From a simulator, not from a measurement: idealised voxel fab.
Process module name: voxel capacitor over wiring
The width of the displayed cross-section, cut, is 165 nm; its cells are square, with a size of 5 nm.
Format of a cross-section: grid, square cells. Given as bands. Order: top down. Band: one or more rows of cells. Each band's line starts with the height of the band's top and of its bottom, in nm. Then come its materials from left to right, each with its width in nm. One material with "all across" fills the band from edge to edge. "empty" is empty space. We count height from 0. Below that, the starting wafer is all one material. The lowest band never ends at the bottom but goes on down; see "0 nm and below" for how that is written. A width such as "30..40" changes by the same amount from each row of cells to the next, from the band's top row to its bottom row. "remains unaltered" for a step: no cell of the cross-section changed in that step. Closed empty spaces (no open way to the top) of 8 cells or more are what "Fully sealed voids" lists, each as width x height at distance from the left edge, nm for all three. Where a step's line continues beyond its settings, the continuation is a remark by the simulator itself on that step. A step line may carry the setting "overlay nm", which, for steps involving a mask, states the distance by which the mask lay to the right of its intended position; negative values denote displacement to the left.

Process steps foreseen in the plan:
1) RECEIVE,material Si
2) CONFORMAL_DEP,material SiO2,thk nm 15
3) CONFORMAL_DEP,material SiCN,thk nm 5
4) DIRECTIONAL_DEP,material SiO2,thk nm 25
5) PATTERN,tone open,mask id METAL_1,material resist,width nm 30,pitch nm 95,thk nm 15,overlay nm 0
6) DIRECTIONAL_ETCH,etch materials SiO2,depth nm 25
7) DIRECTIONAL_ETCH,etch materials SiCN,depth nm 5
8) STRIP,etch materials resist
9) CONFORMAL_DEP,material TiN,thk nm 5
10) FILL_DEP,material Ru,thk nm 5
11) CMP,height nm 45
12) EPI,material Ru,thk nm 5
13) FILL_DEP,material SiCN,thk nm 5
14) DIRECTIONAL_DEP,material SiO2,thk nm 20
15) DIRECTIONAL_DEP,material aC,thk nm 10
16) PATTERN,tone open,mask id PLUG_1,material resist,width nm 15,thk nm 25,overlay nm 0
17) DIRECTIONAL_ETCH,etch materials aC,depth nm 10
18) STRIP,etch materials resist
19) DIRECTIONAL_ETCH,etch materials SiO2,depth nm 20
20) DIRECTIONAL_ETCH,etch materials SiCN,depth nm 5
21) STRIP,etch materials aC
22) CONFORMAL_DEP,material TiN,thk nm 5
23) FILL_DEP,material W,thk nm 5
24) CMP,height nm 75
25) DIRECTIONAL_DEP,material TiN,thk nm 5
26) DIRECTIONAL_DEP,material SiN,thk nm 5
27) DIRECTIONAL_DEP,material TiN,thk nm 10
28) MASKED_ETCH,tone cover,mask id UPPER_PLATE,width nm 70,etch materials TiN,depth nm 10,overlay nm 0
29) MASKED_ETCH,tone cover,mask id UPPER_PLATE,width nm 70,etch materials SiN,depth nm 5,overlay nm 0
30) PATTERN,tone cover,mask id LOWER_PLATE,material resist,width nm 80,thk nm 15,overlay nm 0
31) DIRECTIONAL_ETCH,etch materials TiN,depth nm 5
32) STRIP,etch materials resist
33) FILL_DEP,material SiO2,thk nm 15
34) CMP,height nm 105
35) PATTERN,tone open,mask id PLUG_2,material resist,width nm 15,thk nm 20,overlay nm 0
36) DIRECTIONAL_ETCH,etch materials SiO2,depth nm 10
37) STRIP,etch materials resist
38) CONFORMAL_DEP,material TiN,thk nm 5
39) FILL_DEP,material Cu,thk nm 5
40) CMP,height nm 105
41) CONFORMAL_DEP,material SiCN,thk nm 5

Cross-section of the incoming wafer, state after step 1:
    0 nm and below: Si all across
    Fully sealed voids: none

This is how the wafer looks in cross-section once the module is done, given the starting state and plan above and one mistake in carrying the plan out:
    110 nm to 105 nm: SiCN all across
    105 nm to 100 nm: SiO2=45; TiN=5; Cu=5; TiN=5; SiO2=105
    100 nm to 95 nm: SiO2=45; TiN=15; SiO2=105
    95 nm to 85 nm: SiO2=35; TiN=70; SiO2=60
    85 nm to 80 nm: SiO2=35; SiN=70; SiO2=60
    80 nm to 75 nm: SiO2=30; TiN=80; SiO2=55
    75 nm to 55 nm: SiO2=35; TiN=5; W=5; TiN=5; SiO2=115
    55 nm to 50 nm: SiCN=35; TiN=15; SiCN=115
    50 nm to 45 nm: SiCN=15; Ru=40; SiCN=55; Ru=40; SiCN=15
    45 nm to 40 nm: SiCN=20; TiN=30; SiCN=65; TiN=30; SiCN=20
    40 nm to 0 nm: SiO2 all across
    0 nm and below: Si all across
    Fully sealed voids: none
The mistake made against the process plan was this: the executed order of steps 3 and 4 is the reverse of that specified in the plan, each step having taken the other's position
